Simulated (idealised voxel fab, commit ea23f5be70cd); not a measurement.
Process module name: voxel double patterning
Displayed cross-section: cut, width of 210 nm, square cells sized 5 nm.
A cross-section is written here as square cells arranged in a grid, and it is given in bands from the top down, each band taking up one or more rows of cells.
Each band's line starts with the height of the band's top and of its bottom, in nm. Then come its materials from left to right, each with its width in nm. One material with "everywhere" fills the band from edge to edge. "air" is empty space.
For the purposes of this specification, 0 denotes the height below which the wafer in its as-received condition is composed wholly of one material, and the lowermost band, lacking a lower limit, extends downward without end, as expressed in "0 nm and below".
Note: "30->40" means the width goes from the first number (top row of the band) to the second number (bottom row) in equal steps per row of cells.
Where a step carries "stayed the same", the cross-section came out of it unchanged, cell for cell.
Empty spaces without an open route to the top, at least 8 cells in extent, make up the entry "Closed void register"; each is given as width x height at distance, where the distance is measured from the left edge, and all are in nm.
It should be noted that, on the line of a given step, the content following the step's settings is a remark produced by the simulator itself with respect to that step.
overlay nm, on a step with a mask: how far to the right of its planned place the mask lay; to the left if negative

## This section lists the process steps that were planned
| 1 | RECEIVE,material Si |
| 2 | CONFORMAL_DEP,material SiO2,thk nm 5 |
| 3 | DIRECTIONAL_DEP,material polySi,thk nm 15 |
| 4 | DIRECTIONAL_DEP,material SiN,thk nm 10 |
| 5 | PATTERN,tone open,mask id FIRST,material resist,width nm 15,pitch nm 50,thk nm 15,overlay nm 0 |
| 6 | DIRECTIONAL_ETCH,etch materials SiN,depth nm 10 |
| 7 | STRIP,etch materials resist |
| 8 | MASKED_ETCH,tone open,mask id SECOND,width nm 15,etch materials SiN,depth nm 10,overlay nm 0 |
| 9 | DIRECTIONAL_ETCH,etch materials polySi,depth nm 15 |
| 10 | STRIP,etch materials SiN |

## First wafer of two (run as planned)

## Incoming wafer, cross-sectional view, post step 1
- 0 nm and below = Si everywhere
- Closed void register: none

## Wafer section view after processing step 2
- 5 nm to 0 nm = SiO2 everywhere
- Below 0, no change.

## Wafer section view after processing step 3
- 20 nm to 5 nm = polySi everywhere
- Below 5, no change.

## Wafer section view after processing step 4
- 30 nm to 20 nm = SiN everywhere
- Below 20, no change.

## Wafer section view after processing step 5
- 45 nm to 30 nm = resist=70, air=15, resist=35, air=15, resist=75
- Below 30, no change.

## Wafer section view after processing step 6
- 45 nm to 30 nm = resist=70, air=15, resist=35, air=15, resist=75
- 30 nm to 20 nm = SiN=70, air=15, SiN=35, air=15, SiN=75
- Below 20, no change.

## Wafer section view after processing step 7
- 30 nm to 20 nm = SiN=70, air=15, SiN=35, air=15, SiN=75
- Below 20, no change.

## Wafer section view after processing step 8
- 30 nm to 20 nm = SiN=70, air=15, SiN=10, air=15, SiN=10, air=15, SiN=75
- Below 20, no change.

## Wafer section view after processing step 9
- 30 nm to 20 nm = SiN=70, air=15, SiN=10, air=15, SiN=10, air=15, SiN=75
- 20 nm to 5 nm = polySi=70, air=15, polySi=10, air=15, polySi=10, air=15, polySi=75
- Below 5, no change.

## Wafer section view after processing step 10
- 20 nm to 5 nm = polySi=70, air=15, polySi=10, air=15, polySi=10, air=15, polySi=75
- Below 5, no change.

## Wafer two of two - same starting point, same process plan, one mistake in execution; matches wafer one up to and including step 2

## X-section, second wafer, when step 3 was due to finish
- 35 nm to 5 nm = polySi everywhere
- Below 5, no change.

## X-section, second wafer, when step 4 was due to finish
- 45 nm to 35 nm = SiN everywhere
- Below 35, no change.

## X-section, second wafer, when step 5 was due to finish
- 60 nm to 45 nm = resist=70, air=15, resist=35, air=15, resist=75
- Below 45, no change.

## X-section, second wafer, when step 6 was due to finish
- 60 nm to 45 nm = resist=70, air=15, resist=35, air=15, resist=75
- 45 nm to 35 nm = SiN=70, air=15, SiN=35, air=15, SiN=75
- Below 35, no change.

## X-section, second wafer, when step 7 was due to finish
- 45 nm to 35 nm = SiN=70, air=15, SiN=35, air=15, SiN=75
- Below 35, no change.

## X-section, second wafer, when step 8 was due to finish
- 45 nm to 35 nm = SiN=70, air=15, SiN=10, air=15, SiN=10, air=15, SiN=75
- Below 35, no change.

## X-section, second wafer, when step 9 was due to finish
- 45 nm to 35 nm = SiN=70, air=15, SiN=10, air=15, SiN=10, air=15, SiN=75
- 35 nm to 20 nm = polySi=70, air=15, polySi=10, air=15, polySi=10, air=15, polySi=75
- Below 20, no change.

## X-section, second wafer, when step 10 was due to finish
- 35 nm to 20 nm = polySi=70, air=15, polySi=10, air=15, polySi=10, air=15, polySi=75
- Below 20, no change.
So what did we get wrong on this run? regarding the plan, step 3 was run twice
at the end the second wafer has, in cells: +126 polySi
